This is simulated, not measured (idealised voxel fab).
Process module name: voxel plated lines
Cross-section cut: width 255 nm, square cells of 5 nm.
Bands, listed from the top down, are how a cross-section gets written in this document; the cross-section itself is a grid of square cells, and a band is one or more rows of them. In this notation a band is specified by the heights of its top and bottom, in that order and in nm, after which its materials appear from left to right, each paired with its width in nm. The word "all across" attached to a single material means that material fills the band from edge to edge; the word "blank" stands for empty space. Height is counted from the level 0, under which the received wafer is composed throughout of one material. The lowest of the bands is not closed at the bottom but continues downward, in the notation "0 and below". When a width is written as two numbers, as in "30 to 40", the first number is the width in the top row of cells of the band and the second is the width in its bottom row, and the width changes by the same amount from each row to the next. Given "no alterations made" for a step, no cell of the cross-section differs between before and after that step. The label "Closed-off voids" introduces a list of the empty spaces, 8 cells or larger, that have no open way up to the top; each entry in it reads width x height at distance, where the distance is taken from the left edge and all three are stated in nm. Step line, after settings: the simulator's comment on this step. overlay nm: right-of-plan distance of the mask on a masked step; negative values mean left-of-plan. How should the pairs below be read? Each gives the cross-section before one process step and the cross-section after it, the latter drawn only to the lowest band that changed; the step that lies between them, with its settings, appears under the pair. Does a pair pick up where the pair above left off? Only where its entry headed "Prior to processing" says so, since pairs can come from different runs of this module on the same starting wafer.

Prior to processing
> 0 and below | Si all across
> Closed-off voids: none

Result of Step
> 15 down to 0 | SiO2 all across
> Rest of section, below 0: as before.
> Closed-off voids: none
Between the two cross-sections you see above, the step is CONFORMAL_DEP [material SiO2] [thk nm 15]

Prior to processing: after-state, pair directly above.

Result of Step
> 20 down to 15 | TiN all across
> Rest of section, below 15: as before.
> Closed-off voids: none
Between the two cross-sections you see above, the step is DIRECTIONAL_DEP [material TiN] [thk nm 5]

Prior to processing: after-state, pair directly above.

Result of Step
> 60 down to 20 | resist: 75; blank: 20; resist: 20; blank: 20; resist: 20; blank: 20; resist: 80
> Rest of section, below 20: as before.
> Closed-off voids: none
Between the two cross-sections you see above, the step is PATTERN [tone open] [mask id LINES] [material resist] [width nm 20] [pitch nm 40] [thk nm 40] [overlay nm 0]

Prior to processing: after-state, pair directly above.

Result of Step
> 60 down to 30 | resist: 75; blank: 20; resist: 20; blank: 20; resist: 20; blank: 20; resist: 80
> 30 down to 20 | resist: 75; Ru: 20; resist: 20; Ru: 20; resist: 20; Ru: 20; resist: 80
> Rest of section, below 20: as before.
> Closed-off voids: none
Between the two cross-sections you see above, the step is EPI [material Ru] [thk nm 10]

Prior to processing: after-state, pair directly above.

Result of Step
> 60 down to 35 | resist: 75; blank: 20; resist: 20; blank: 20; resist: 20; blank: 20; resist: 80
> 35 down to 20 | resist: 75; Ru: 20; resist: 20; Ru: 20; resist: 20; Ru: 20; resist: 80
> Rest of section, below 20: as before.
> Closed-off voids: none
Between the two cross-sections you see above, the step is EPI [material Ru] [thk nm 5]

Prior to processing: after-state, pair directly above.

Result of Step
> 60 down to 40 | resist: 75; blank: 20; resist: 20; blank: 20; resist: 20; blank: 20; resist: 80
> 40 down to 20 | resist: 75; Ru: 20; resist: 20; Ru: 20; resist: 20; Ru: 20; resist: 80
> Rest of section, below 20: as before.
> Closed-off voids: none
Between the two cross-sections you see above, the step is EPI [material Ru] [thk nm 5]

Prior to processing: after-state, pair directly above.

Result of Step
> 40 down to 20 | blank: 75; Ru: 20; blank: 20; Ru: 20; blank: 20; Ru: 20; blank: 80
> Rest of section, below 20: as before.
> Closed-off voids: none
Between the two cross-sections you see above, the step is STRIP [etch materials resist]

Prior to processing: after-state, pair directly above.

Result of Step
> 40 down to 20 | blank: 75; Ru: 20; blank: 20; Ru: 20; blank: 20; Ru: 20; blank: 80
> 20 down to 15 | blank: 75; TiN: 20; blank: 20; TiN: 20; blank: 20; TiN: 20; blank: 80
> Rest of section, below 15: as before.
> Closed-off voids: none
Between the two cross-sections you see above, the step is DIRECTIONAL_ETCH [etch materials TiN] [depth nm 5]

Prior to processing: after-state, pair directly above.

Result of Step
> 50 down to 40 | blank: 65; SiCN: 120; blank: 70
> 40 down to 25 | blank: 65; SiCN: 10; Ru: 20; SiCN: 20; Ru: 20; SiCN: 20; Ru: 20; SiCN: 10; blank: 70
> 25 down to 20 | SiCN: 75; Ru: 20; SiCN: 20; Ru: 20; SiCN: 20; Ru: 20; SiCN: 80
> 20 down to 15 | SiCN: 75; TiN: 20; SiCN: 20; TiN: 20; SiCN: 20; TiN: 20; SiCN: 80
> Rest of section, below 15: as before.
> Closed-off voids: none
Between the two cross-sections you see above, the step is CONFORMAL_DEP [material SiCN] [thk nm 10]

Prior to processing
> 60 down to 20 | resist: 75; blank: 20; resist: 20; blank: 20; resist: 20; blank: 20; resist: 80
> 20 down to 15 | TiN all across
> 15 down to 0 | SiO2 all across
> 0 and below | Si all across
> Closed-off voids: none

Result of Step
> 60 down to 25 | resist: 75; blank: 20; resist: 20; blank: 20; resist: 20; blank: 20; resist: 80
> 25 down to 20 | resist: 75; Ru: 20; resist: 20; Ru: 20; resist: 20; Ru: 20; resist: 80
> Rest of section, below 20: as before.
> Closed-off voids: none
Between the two cross-sections you see above, the step is EPI [material Ru] [thk nm 5]

Prior to processing: after-state, pair directly above.

Result of Step
> 60 down to 30 | resist: 75; blank: 20; resist: 20; blank: 20; resist: 20; blank: 20; resist: 80
> 30 down to 20 | resist: 75; Ru: 20; resist: 20; Ru: 20; resist: 20; Ru: 20; resist: 80
> Rest of section, below 20: as before.
> Closed-off voids: none
Between the two cross-sections you see above, the step is EPI [material Ru] [thk nm 5]

Prior to processing: after-state, pair directly above.

Result of Step
> 30 down to 20 | blank: 75; Ru: 20; blank: 20; Ru: 20; blank: 20; Ru: 20; blank: 80
> Rest of section, below 20: as before.
> Closed-off voids: none
Between the two cross-sections you see above, the step is STRIP [etch materials resist]

Prior to processing: after-state, pair directly above.

Result of Step
> 30 down to 20 | blank: 75; Ru: 20; blank: 20; Ru: 20; blank: 20; Ru: 20; blank: 80
> 20 down to 15 | blank: 75; TiN: 20; blank: 20; TiN: 20; blank: 20; TiN: 20; blank: 80
> Rest of section, below 15: as before.
> Closed-off voids: none
Between the two cross-sections you see above, the step is DIRECTIONAL_ETCH [etch materials TiN] [depth nm 5]

Prior to processing: after-state, pair directly above.

Result of Step
> 40 down to 30 | blank: 65; SiCN: 120; blank: 70
> 30 down to 25 | blank: 65; SiCN: 10; Ru: 20; SiCN: 20; Ru: 20; SiCN: 20; Ru: 20; SiCN: 10; blank: 70
> 25 down to 20 | SiCN: 75; Ru: 20; SiCN: 20; Ru: 20; SiCN: 20; Ru: 20; SiCN: 80
> 20 down to 15 | SiCN: 75; TiN: 20; SiCN: 20; TiN: 20; SiCN: 20; TiN: 20; SiCN: 80
> Rest of section, below 15: as before.
> Closed-off voids: none
Between the two cross-sections you see above, the step is CONFORMAL_DEP [material SiCN] [thk nm 10]

Prior to processing
> 60 down to 30 | resist: 75; blank: 20; resist: 20; blank: 20; resist: 20; blank: 20; resist: 80
> 30 down to 20 | resist: 75; Ru: 20; resist: 20; Ru: 20; resist: 20; Ru: 20; resist: 80
> 20 down to 15 | TiN all across
> 15 down to 0 | SiO2 all across
> 0 and below | Si all across
> Closed-off voids: none

Result of Step
> 60 down to 40 | resist: 75; blank: 20; resist: 20; blank: 20; resist: 20; blank: 20; resist: 80
> 40 down to 20 | resist: 75; Ru: 20; resist: 20; Ru: 20; resist: 20; Ru: 20; resist: 80
> Rest of section, below 20: as before.
> Closed-off voids: none
Between the two cross-sections you see above, the step is EPI [material Ru] [thk nm 10]

Prior to processing: after-state, pair directly above.

Result of Step
> 60 down to 45 | resist: 75; blank: 20; resist: 20; blank: 20; resist: 20; blank: 20; resist: 80
> 45 down to 20 | resist: 75; Ru: 20; resist: 20; Ru: 20; resist: 20; Ru: 20; resist: 80
> Rest of section, below 20: as before.
> Closed-off voids: none
Between the two cross-sections you see above, the step is EPI [material Ru] [thk nm 5]

Prior to processing: after-state, pair directly above.

Result of Step
> 60 down to 50 | resist: 75; blank: 20; resist: 20; blank: 20; resist: 20; blank: 20; resist: 80
> 50 down to 20 | resist: 75; Ru: 20; resist: 20; Ru: 20; resist: 20; Ru: 20; resist: 80
> Rest of section, below 20: as before.
> Closed-off voids: none
Between the two cross-sections you see above, the step is EPI [material Ru] [thk nm 5]

Prior to processing: after-state, pair directly above.

Result of Step
> 50 down to 20 | blank: 75; Ru: 20; blank: 20; Ru: 20; blank: 20; Ru: 20; blank: 80
> Rest of section, below 20: as before.
> Closed-off voids: none
Between the two cross-sections you see above, the step is STRIP [etch materials resist]

Prior to processing: after-state, pair directly above.

Result of Step
> 50 down to 20 | blank: 75; Ru: 20; blank: 20; Ru: 20; blank: 20; Ru: 20; blank: 80
> 20 down to 15 | blank: 75; TiN: 20; blank: 20; TiN: 20; blank: 20; TiN: 20; blank: 80
> Rest of section, below 15: as before.
> Closed-off voids: none
Between the two cross-sections you see above, the step is DIRECTIONAL_ETCH [etch materials TiN] [depth nm 5]

Prior to processing: after-state, pair directly above.

Result of Step
> 60 down to 50 | blank: 65; SiCN: 120; blank: 70
> 50 down to 25 | blank: 65; SiCN: 10; Ru: 20; SiCN: 20; Ru: 20; SiCN: 20; Ru: 20; SiCN: 10; blank: 70
> 25 down to 20 | SiCN: 75; Ru: 20; SiCN: 20; Ru: 20; SiCN: 20; Ru: 20; SiCN: 80
> 20 down to 15 | SiCN: 75; TiN: 20; SiCN: 20; TiN: 20; SiCN: 20; TiN: 20; SiCN: 80
> Rest of section, below 15: as before.
> Closed-off voids: none
Between the two cross-sections you see above, the step is CONFORMAL_DEP [material SiCN] [thk nm 10]

Prior to processing
> 60 down to 35 | resist: 75; blank: 20; resist: 20; blank: 20; resist: 20; blank: 20; resist: 80
> 35 down to 20 | resist: 75; Ru: 20; resist: 20; Ru: 20; resist: 20; Ru: 20; resist: 80
> 20 down to 15 | TiN all across
> 15 down to 0 | SiO2 all across
> 0 and below | Si all across
> Closed-off voids: none

Result of Step
> 35 down to 20 | blank: 75; Ru: 20; blank: 20; Ru: 20; blank: 20; Ru: 20; blank: 80
> Rest of section, below 20: as before.
> Closed-off voids: none
Between the two cross-sections you see above, the step is STRIP [etch materials resist]

Prior to processing: after-state, pair directly above.

Result of Step
> 40 down to 25 | blank: 70; Ru: 30; blank: 10; Ru: 30; blank: 10; Ru: 30; blank: 75
> 25 down to 20 | Ru all across
> Rest of section, below 20: as before.
> Closed-off voids: none
Between the two cross-sections you see above, the step is EPI [material Ru] [thk nm 5]

Prior to processing: after-state, pair directly above.

Result of Step
> 50 down to 40 | blank: 60; SiCN: 130; blank: 65
> 40 down to 35 | blank: 60; SiCN: 10; Ru: 30; SiCN: 10; Ru: 30; SiCN: 10; Ru: 30; SiCN: 10; blank: 65
> 35 down to 25 | SiCN: 70; Ru: 30; SiCN: 10; Ru: 30; SiCN: 10; Ru: 30; SiCN: 75
> Rest of section, below 25: as before.
> Closed-off voids: none
Between the two cross-sections you see above, the step is CONFORMAL_DEP [material SiCN] [thk nm 10]

Prior to processing
> 0 and below | Si all across
> Closed-off voids: none

Result of Step
> 5 down to 0 | SiO2 all across
> Rest of section, below 0: as before.
> Closed-off voids: none
Between the two cross-sections you see above, the step is CONFORMAL_DEP [material SiO2] [thk nm 5]

Prior to processing: after-state, pair directly above.

Result of Step
> 10 down to 5 | TiN all across
> Rest of section, below 5: as before.
> Closed-off voids: none
Between the two cross-sections you see above, the step is DIRECTIONAL_DEP [material TiN] [thk nm 5]

Prior to processing: after-state, pair directly above.

Result of Step
> 50 down to 10 | resist: 75; blank: 20; resist: 20; blank: 20; resist: 20; blank: 20; resist: 80
> Rest of section, below 10: as before.
> Closed-off voids: none
Between the two cross-sections you see above, the step is PATTERN [tone open] [mask id LINES] [material resist] [width nm 20] [pitch nm 40] [thk nm 40] [overlay nm 0]

Prior to processing: after-state, pair directly above.

Result of Step
> 50 down to 20 | resist: 75; blank: 20; resist: 20; blank: 20; resist: 20; blank: 20; resist: 80
> 20 down to 10 | resist: 75; Ru: 20; resist: 20; Ru: 20; resist: 20; Ru: 20; resist: 80
> Rest of section, below 10: as before.
> Closed-off voids: none
Between the two cross-sections you see above, the step is EPI [material Ru] [thk nm 10]

Prior to processing: after-state, pair directly above.

Result of Step
> 50 down to 25 | resist: 75; blank: 20; resist: 20; blank: 20; resist: 20; blank: 20; resist: 80
> 25 down to 10 | resist: 75; Ru: 20; resist: 20; Ru: 20; resist: 20; Ru: 20; resist: 80
> Rest of section, below 10: as before.
> Closed-off voids: none
Between the two cross-sections you see above, the step is EPI [material Ru] [thk nm 5]

Prior to processing: after-state, pair directly above.

Result of Step
> 50 down to 30 | resist: 75; blank: 20; resist: 20; blank: 20; resist: 20; blank: 20; resist: 80
> 30 down to 10 | resist: 75; Ru: 20; resist: 20; Ru: 20; resist: 20; Ru: 20; resist: 80
> Rest of section, below 10: as before.
> Closed-off voids: none
Between the two cross-sections you see above, the step is EPI [material Ru] [thk nm 5]

Prior to processing: after-state, pair directly above.

Result of Step
> 30 down to 10 | blank: 75; Ru: 20; blank: 20; Ru: 20; blank: 20; Ru: 20; blank: 80
> Rest of section, below 10: as before.
> Closed-off voids: none
Between the two cross-sections you see above, the step is STRIP [etch materials resist]

Prior to processing: after-state, pair directly above.

Result of Step
> 30 down to 10 | blank: 75; Ru: 20; blank: 20; Ru: 20; blank: 20; Ru: 20; blank: 80
> 10 down to 5 | blank: 75; TiN: 20; blank: 20; TiN: 20; blank: 20; TiN: 20; blank: 80
> Rest of section, below 5: as before.
> Closed-off voids: none
Between the two cross-sections you see above, the step is DIRECTIONAL_ETCH [etch materials TiN] [depth nm 5]

Prior to processing: after-state, pair directly above.

Result of Step
> 40 down to 30 | blank: 65; SiCN: 120; blank: 70
> 30 down to 15 | blank: 65; SiCN: 10; Ru: 20; SiCN: 20; Ru: 20; SiCN: 20; Ru: 20; SiCN: 10; blank: 70
> 15 down to 10 | SiCN: 75; Ru: 20; SiCN: 20; Ru: 20; SiCN: 20; Ru: 20; SiCN: 80
> 10 down to 5 | SiCN: 75; TiN: 20; SiCN: 20; TiN: 20; SiCN: 20; TiN: 20; SiCN: 80
> Rest of section, below 5: as before.
> Closed-off voids: none
Between the two cross-sections you see above, the step is CONFORMAL_DEP [material SiCN] [thk nm 10]

Prior to processing
> 20 down to 15 | TiN all across
> 15 down to 0 | SiO2 all across
> 0 and below | Si all across
> Closed-off voids: none

Result of Step
> 60 down to 20 | resist: 75; blank: 25; resist: 15; blank: 25; resist: 15; blank: 25; resist: 75
> Rest of section, below 20: as before.
> Closed-off voids: none
Between the two cross-sections you see above, the step is PATTERN [tone open] [mask id LINES] [material resist] [width nm 25] [pitch nm 40] [thk nm 40] [overlay nm 0]

Prior to processing: after-state, pair directly above.

Result of Step
> 60 down to 30 | resist: 75; blank: 25; resist: 15; blank: 25; resist: 15; blank: 25; resist: 75
> 30 down to 20 | resist: 75; Ru: 25; resist: 15; Ru: 25; resist: 15; Ru: 25; resist: 75
> Rest of section, below 20: as before.
> Closed-off voids: none
Between the two cross-sections you see above, the step is EPI [material Ru] [thk nm 10]

Prior to processing: after-state, pair directly above.

Result of Step
> 60 down to 35 | resist: 75; blank: 25; resist: 15; blank: 25; resist: 15; blank: 25; resist: 75
> 35 down to 20 | resist: 75; Ru: 25; resist: 15; Ru: 25; resist: 15; Ru: 25; resist: 75
> Rest of section, below 20: as before.
> Closed-off voids: none
Between the two cross-sections you see above, the step is EPI [material Ru] [thk nm 5]

Prior to processing: after-state, pair directly above.

Result of Step
> 60 down to 40 | resist: 75; blank: 25; resist: 15; blank: 25; resist: 15; blank: 25; resist: 75
> 40 down to 20 | resist: 75; Ru: 25; resist: 15; Ru: 25; resist: 15; Ru: 25; resist: 75
> Rest of section, below 20: as before.
> Closed-off voids: none
Between the two cross-sections you see above, the step is EPI [material Ru] [thk nm 5]

Prior to processing: after-state, pair directly above.

Result of Step
> 40 down to 20 | blank: 75; Ru: 25; blank: 15; Ru: 25; blank: 15; Ru: 25; blank: 75
> Rest of section, below 20: as before.
> Closed-off voids: none
Between the two cross-sections you see above, the step is STRIP [etch materials resist]

Prior to processing: after-state, pair directly above.

Result of Step
> 40 down to 20 | blank: 75; Ru: 25; blank: 15; Ru: 25; blank: 15; Ru: 25; blank: 75
> 20 down to 15 | blank: 75; TiN: 25; blank: 15; TiN: 25; blank: 15; TiN: 25; blank: 75
> Rest of section, below 15: as before.
> Closed-off voids: none
Between the two cross-sections you see above, the step is DIRECTIONAL_ETCH [etch materials TiN] [depth nm 5]

Prior to processing: after-state, pair directly above.

Result of Step
> 50 down to 40 | blank: 65; SiCN: 125; blank: 65
> 40 down to 25 | blank: 65; SiCN: 10; Ru: 25; SiCN: 15; Ru: 25; SiCN: 15; Ru: 25; SiCN: 10; blank: 65
> 25 down to 20 | SiCN: 75; Ru: 25; SiCN: 15; Ru: 25; SiCN: 15; Ru: 25; SiCN: 75
> 20 down to 15 | SiCN: 75; TiN: 25; SiCN: 15; TiN: 25; SiCN: 15; TiN: 25; SiCN: 75
> Rest of section, below 15: as before.
> Closed-off voids: none
Between the two cross-sections you see above, the step is CONFORMAL_DEP [material SiCN] [thk nm 10]

Prior to processing
> 20 down to 15 | TiN all across
> 15 down to 0 | SiO2 all across
> 0 and below | Si all across
> Closed-off voids: none

Result of Step
> 60 down to 20 | resist: 80; blank: 20; resist: 20; blank: 20; resist: 20; blank: 20; resist: 75
> Rest of section, below 20: as before.
> Closed-off voids: none
Between the two cross-sections you see above, the step is PATTERN [tone open] [mask id LINES] [material resist] [width nm 20] [pitch nm 40] [thk nm 40] [overlay nm 5]

Prior to processing: after-state, pair directly above.

Result of Step
> 60 down to 30 | resist: 80; blank: 20; resist: 20; blank: 20; resist: 20; blank: 20; resist: 75
> 30 down to 20 | resist: 80; Ru: 20; resist: 20; Ru: 20; resist: 20; Ru: 20; resist: 75
> Rest of section, below 20: as before.
> Closed-off voids: none
Between the two cross-sections you see above, the step is EPI [material Ru] [thk nm 10]

Prior to processing: after-state, pair directly above.

Result of Step
> 60 down to 35 | resist: 80; blank: 20; resist: 20; blank: 20; resist: 20; blank: 20; resist: 75
> 35 down to 20 | resist: 80; Ru: 20; resist: 20; Ru: 20; resist: 20; Ru: 20; resist: 75
> Rest of section, below 20: as before.
> Closed-off voids: none
Between the two cross-sections you see above, the step is EPI [material Ru] [thk nm 5]

Prior to processing: after-state, pair directly above.

Result of Step
> 60 down to 40 | resist: 80; blank: 20; resist: 20; blank: 20; resist: 20; blank: 20; resist: 75
> 40 down to 20 | resist: 80; Ru: 20; resist: 20; Ru: 20; resist: 20; Ru: 20; resist: 75
> Rest of section, below 20: as before.
> Closed-off voids: none
Between the two cross-sections you see above, the step is EPI [material Ru] [thk nm 5]

Prior to processing: after-state, pair directly above.

Result of Step
> 40 down to 20 | blank: 80; Ru: 20; blank: 20; Ru: 20; blank: 20; Ru: 20; blank: 75
> Rest of section, below 20: as before.
> Closed-off voids: none
Between the two cross-sections you see above, the step is STRIP [etch materials resist]

Prior to processing: after-state, pair directly above.

Result of Step
> 40 down to 20 | blank: 80; Ru: 20; blank: 20; Ru: 20; blank: 20; Ru: 20; blank: 75
> 20 down to 15 | blank: 80; TiN: 20; blank: 20; TiN: 20; blank: 20; TiN: 20; blank: 75
> Rest of section, below 15: as before.
> Closed-off voids: none
Between the two cross-sections you see above, the step is DIRECTIONAL_ETCH [etch materials TiN] [depth nm 5]

Prior to processing: after-state, pair directly above.

Result of Step
> 50 down to 40 | blank: 70; SiCN: 120; blank: 65
> 40 down to 25 | blank: 70; SiCN: 10; Ru: 20; SiCN: 20; Ru: 20; SiCN: 20; Ru: 20; SiCN: 10; blank: 65
> 25 down to 20 | SiCN: 80; Ru: 20; SiCN: 20; Ru: 20; SiCN: 20; Ru: 20; SiCN: 75
> 20 down to 15 | SiCN: 80; TiN: 20; SiCN: 20; TiN: 20; SiCN: 20; TiN: 20; SiCN: 75
> Rest of section, below 15: as before.
> Closed-off voids: none
Between the two cross-sections you see above, the step is CONFORMAL_DEP [material SiCN] [thk nm 10]

Prior to processing
> 0 and below | Si all across
> Closed-off voids: none

Result of Step
> 15 down to 0 | SiCN all across
> Rest of section, below 0: as before.
> Closed-off voids: none
Between the two cross-sections you see above, the step is CONFORMAL_DEP [material SiCN] [thk nm 15]

Prior to processing: after-state, pair directly above.

Result of Step
> 20 down to 15 | TiN all across
> Rest of section, below 15: as before.
> Closed-off voids: none
Between the two cross-sections you see above, the step is DIRECTIONAL_DEP [material TiN] [thk nm 5]

Prior to processing: after-state, pair directly above.

Result of Step
> 60 down to 20 | resist: 75; blank: 20; resist: 20; blank: 20; resist: 20; blank: 20; resist: 80
> Rest of section, below 20: as before.
> Closed-off voids: none
Between the two cross-sections you see above, the step is PATTERN [tone open] [mask id LINES] [material resist] [width nm 20] [pitch nm 40] [thk nm 40] [overlay nm 0]

Prior to processing: after-state, pair directly above.

Result of Step
> 60 down to 30 | resist: 75; blank: 20; resist: 20; blank: 20; resist: 20; blank: 20; resist: 80
> 30 down to 20 | resist: 75; Ru: 20; resist: 20; Ru: 20; resist: 20; Ru: 20; resist: 80
> Rest of section, below 20: as before.
> Closed-off voids: none
Between the two cross-sections you see above, the step is EPI [material Ru] [thk nm 10]

Prior to processing: after-state, pair directly above.

Result of Step
> 60 down to 35 | resist: 75; blank: 20; resist: 20; blank: 20; resist: 20; blank: 20; resist: 80
> 35 down to 20 | resist: 75; Ru: 20; resist: 20; Ru: 20; resist: 20; Ru: 20; resist: 80
> Rest of section, below 20: as before.
> Closed-off voids: none
Between the two cross-sections you see above, the step is EPI [material Ru] [thk nm 5]

Prior to processing: after-state, pair directly above.

Result of Step
> 60 down to 40 | resist: 75; blank: 20; resist: 20; blank: 20; resist: 20; blank: 20; resist: 80
> 40 down to 20 | resist: 75; Ru: 20; resist: 20; Ru: 20; resist: 20; Ru: 20; resist: 80
> Rest of section, below 20: as before.
> Closed-off voids: none
Between the two cross-sections you see above, the step is EPI [material Ru] [thk nm 5]

Prior to processing: after-state, pair directly above.

Result of Step
> 40 down to 20 | blank: 75; Ru: 20; blank: 20; Ru: 20; blank: 20; Ru: 20; blank: 80
> Rest of section, below 20: as before.
> Closed-off voids: none
Between the two cross-sections you see above, the step is STRIP [etch materials resist]

Prior to processing: after-state, pair directly above.

Result of Step
> 40 down to 20 | blank: 75; Ru: 20; blank: 20; Ru: 20; blank: 20; Ru: 20; blank: 80
> 20 down to 15 | blank: 75; TiN: 20; blank: 20; TiN: 20; blank: 20; TiN: 20; blank: 80
> Rest of section, below 15: as before.
> Closed-off voids: none
Between the two cross-sections you see above, the step is DIRECTIONAL_ETCH [etch materials TiN] [depth nm 5]

Prior to processing: after-state, pair directly above.

Result of Step
> 50 down to 40 | blank: 65; SiCN: 120; blank: 70
> 40 down to 25 | blank: 65; SiCN: 10; Ru: 20; SiCN: 20; Ru: 20; SiCN: 20; Ru: 20; SiCN: 10; blank: 70
> 25 down to 20 | SiCN: 75; Ru: 20; SiCN: 20; Ru: 20; SiCN: 20; Ru: 20; SiCN: 80
> 20 down to 15 | SiCN: 75; TiN: 20; SiCN: 20; TiN: 20; SiCN: 20; TiN: 20; SiCN: 80
> Rest of section, below 15: as before.
> Closed-off voids: none
Between the two cross-sections you see above, the step is CONFORMAL_DEP [material SiCN] [thk nm 10]

Prior to processing
> 20 down to 15 | TiN all across
> 15 down to 0 | SiO2 all across
> 0 and below | Si all across
> Closed-off voids: none

Result of Step
> 60 down to 20 | blank: 75; resist: 20; blank: 20; resist: 20; blank: 20; resist: 20; blank: 80
> Rest of section, below 20: as before.
> Closed-off voids: none
Between the two cross-sections you see above, the step is PATTERN [tone cover] [mask id LINES] [material resist] [width nm 20] [pitch nm 40] [thk nm 40] [overlay nm 0]

Prior to processing: after-state, pair directly above.

Result of Step
> 60 down to 30 | blank: 75; resist: 20; blank: 20; resist: 20; blank: 20; resist: 20; blank: 80
> 30 down to 20 | Ru: 75; resist: 20; Ru: 20; resist: 20; Ru: 20; resist: 20; Ru: 80
> Rest of section, below 20: as before.
> Closed-off voids: none
Between the two cross-sections you see above, the step is EPI [material Ru] [thk nm 10]

Prior to processing: after-state, pair directly above.

Result of Step
> 60 down to 35 | blank: 75; resist: 20; blank: 20; resist: 20; blank: 20; resist: 20; blank: 80
> 35 down to 20 | Ru: 75; resist: 20; Ru: 20; resist: 20; Ru: 20; resist: 20; Ru: 80
> Rest of section, below 20: as before.
> Closed-off voids: none
Between the two cross-sections you see above, the step is EPI [material Ru] [thk nm 5]

Prior to processing: after-state, pair directly above.

Result of Step
> 60 down to 40 | blank: 75; resist: 20; blank: 20; resist: 20; blank: 20; resist: 20; blank: 80
> 40 down to 20 | Ru: 75; resist: 20; Ru: 20; resist: 20; Ru: 20; resist: 20; Ru: 80
> Rest of section, below 20: as before.
> Closed-off voids: none
Between the two cross-sections you see above, the step is EPI [material Ru] [thk nm 5]

Prior to processing: after-state, pair directly above.

Result of Step
> 40 down to 20 | Ru: 75; blank: 20; Ru: 20; blank: 20; Ru: 20; blank: 20; Ru: 80
> Rest of section, below 20: as before.
> Closed-off voids: none
Between the two cross-sections you see above, the step is STRIP [etch materials resist]

Prior to processing: after-state, pair directly above.

Result of Step
> 40 down to 20 | Ru: 75; blank: 20; Ru: 20; blank: 20; Ru: 20; blank: 20; Ru: 80
> 20 down to 15 | TiN: 75; blank: 20; TiN: 20; blank: 20; TiN: 20; blank: 20; TiN: 80
> Rest of section, below 15: as before.
> Closed-off voids: none
Between the two cross-sections you see above, the step is DIRECTIONAL_ETCH [etch materials TiN] [depth nm 5]

Prior to processing: after-state, pair directly above.

Result of Step
> 50 down to 40 | SiCN all across
> 40 down to 20 | Ru: 75; SiCN: 20; Ru: 20; SiCN: 20; Ru: 20; SiCN: 20; Ru: 80
> 20 down to 15 | TiN: 75; SiCN: 20; TiN: 20; SiCN: 20; TiN: 20; SiCN: 20; TiN: 80
> Rest of section, below 15: as before.
> Closed-off voids: none
Between the two cross-sections you see above, the step is CONFORMAL_DEP [material SiCN] [thk nm 10]
